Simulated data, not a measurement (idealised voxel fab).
Process module in this document: voxel lift off
Xsec cut, 265 nm wide, square cell size 5 nm.
A cross-section is written here as square cells arranged in a grid, and it is given in bands from the top down, each band taking up one or more rows of cells.
In this notation a band is specified by the heights of its top and bottom, in that order and in nm, after which its materials appear from left to right, each paired with its width in nm. The word "edge to edge" attached to a single material means that material fills the band from edge to edge; the word "empty" stands for empty space.
A quick word on heights: they are counted from 0, and under that level the wafer as it came to us is one material throughout. The lowest band is different from the rest in having no bottom; it simply continues downward, written as in "0 down".
So if you see something like "30->40" for the width, read it as the top row of the band sitting at the first number and the bottom row at the second, with every row in between moving by the same amount as the last.
"everything unchanged" means the step left every cell of the cross-section as it was.
Closed void register: empty space of 8 cells or more with no open way to the top, each as width x height at its distance from the left edge, in nm
Post-settings text on a step line: simulator's own remark regarding the step.
On any step carrying a mask, the "overlay nm" setting, if present on the step's line, tells how far right of its planned place the mask lay; negative values point to the left.

The steps planned for the process are as follows:
1. RECEIVE: material Si
2. CONFORMAL_DEP: material SiO2, thk nm 5
3. PATTERN: tone open, mask id LINES, material resist, width nm 30, pitch nm 50, thk nm 25, overlay nm -15
4. DIRECTIONAL_DEP: material Ru, thk nm 15
5. STRIP: etch materials resist
6. CONFORMAL_DEP: material SiN, thk nm 5
Across this set of wafers, the varied parameter is the overlay nm of step 3. Starting conditions are identical for every wafer, and the plan reports the value assigned to the first wafer.

First wafer as received, after step 1:
0 down = Si edge to edge
Closed void register: none

The first of several wafers, seen in cross-section after the module's last step, step 6:
25 to 20 = 45 empty | 40 SiN | 10 empty | 40 SiN | 10 empty | 40 SiN | 80 empty
20 to 10 = 45 empty | 5 SiN | 30 Ru | 5 SiN | 10 empty | 5 SiN | 30 Ru | 5 SiN | 10 empty | 5 SiN | 30 Ru | 5 SiN | 80 empty
10 to 5 = 50 SiN | 30 Ru | 20 SiN | 30 Ru | 20 SiN | 30 Ru | 85 SiN
5 to 0 = SiO2 edge to edge
0 down = Si edge to edge
Closed void register: none

Showing the last wafer in cross-section at the end of the module:
25 to 20 = 75 empty | 40 SiN | 10 empty | 40 SiN | 10 empty | 40 SiN | 50 empty
20 to 10 = 75 empty | 5 SiN | 30 Ru | 5 SiN | 10 empty | 5 SiN | 30 Ru | 5 SiN | 10 empty | 5 SiN | 30 Ru | 5 SiN | 50 empty
10 to 5 = 80 SiN | 30 Ru | 20 SiN | 30 Ru | 20 SiN | 30 Ru | 55 SiN
5 to 0 = SiO2 edge to edge
0 down = Si edge to edge
Closed void register: none

What follows is a table in which each wafer occupies a row; for the wafer as it stands at the close of the module, the row states, material by material, how many cells have been gained (+) or lost (-) since receipt, and then gives its closed voids:
overlay nm -15, +54 Ru, +71 SiN, +53 SiO2, Closed void register: none
overlay nm -10, +54 Ru, +71 SiN, +53 SiO2, Closed void register: none
overlay nm -5, +54 Ru, +71 SiN, +53 SiO2, Closed void register: none
overlay nm 0, +54 Ru, +71 SiN, +53 SiO2, Closed void register: none
overlay nm 5, +54 Ru, +71 SiN, +53 SiO2, Closed void register: none
overlay nm 10, +54 Ru, +71 SiN, +53 SiO2, Closed void register: none
overlay nm 15, +54 Ru, +71 SiN, +53 SiO2, Closed void register: none
